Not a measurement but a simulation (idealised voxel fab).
process module | voxel air gaps
cross-section cut | 280 nm wide | cells 5 nm
A cross-section is a grid of square cells, given in bands from the top down. A band is one or more rows of cells.
Each band's line starts with the height of the band's top and of its bottom, in nm. Then come its materials from left to right, each with its width in nm. One material with "throughout" fills the band from edge to edge. "air" is empty space.
Height 0 is the level under which the wafer as received is all one material. The lowest band goes on downwards, as in "0 down".
A width such as "30 to 40" changes by the same amount from each row of cells to the next, from the band's top row to its bottom row.
"no change" after a step means that no cell of the cross-section changed.
closed voids: empty space of 8 cells or more with no open way to the top, each as width x height at its distance from the left edge, in nm
after a step's settings: what the simulator itself notes on the step
overlay nm, on a step with a mask: how far to the right of its planned place the mask lay; to the left if negative
plan
1 op RECEIVE | material Si
2 op CONFORMAL_DEP | material SiO2 | thk nm 10
3 op CONFORMAL_DEP | material SiCN | thk nm 5
4 op DIRECTIONAL_DEP | material lowk | thk nm 35
5 op MASKED_ETCH | tone open | mask id LINES | width nm 15 | pitch nm 40 | etch materials lowk | depth nm 35 | overlay nm 0
6 op CONFORMAL_DEP | material TiN | thk nm 5
7 op FILL_DEP | material W | thk nm 10
8 op CMP | height nm 50
9 op EPI | material Ru | thk nm 10
10 op SELECTIVE_ETCH | etch materials lowk | depth nm 45
11 op CONFORMAL_DEP | material SiCN | thk nm 5
as received, after step 1
  0 down: Si throughout
  closed voids: none
a wafer at the end: this start, this plan, one mistake
  65 to 60: air 50 | SiCN 175 | air 55
  60 to 50: air 50 | SiCN 5 | Ru 165 | SiCN 5 | air 55
  50 to 45: air 50 | SiCN 15 | TiN 5 | W 15 | TiN 5 | lowk 15 | TiN 5 | W 15 | TiN 5 | lowk 15 | TiN 5 | W 15 | TiN 5 | lowk 15 | TiN 5 | W 15 | TiN 5 | SiCN 15 | air 55
  45 to 20: air 60 | SiCN 5 | TiN 5 | W 15 | TiN 5 | lowk 15 | TiN 5 | W 15 | TiN 5 | lowk 15 | TiN 5 | W 15 | TiN 5 | lowk 15 | TiN 5 | W 15 | TiN 5 | SiCN 5 | air 65
  20 to 15: SiCN 65 | TiN 25 | lowk 15 | TiN 25 | lowk 15 | TiN 25 | lowk 15 | TiN 25 | SiCN 70
  15 to 10: SiCN throughout
  10 to 0: SiO2 throughout
  0 down: Si throughout
  closed voids: none
what went wrong: step 5 ran as: op MASKED_ETCH | tone open | mask id LINES | width nm 25 | pitch nm 40 | etch materials lowk | depth nm 35 | overlay nm 0
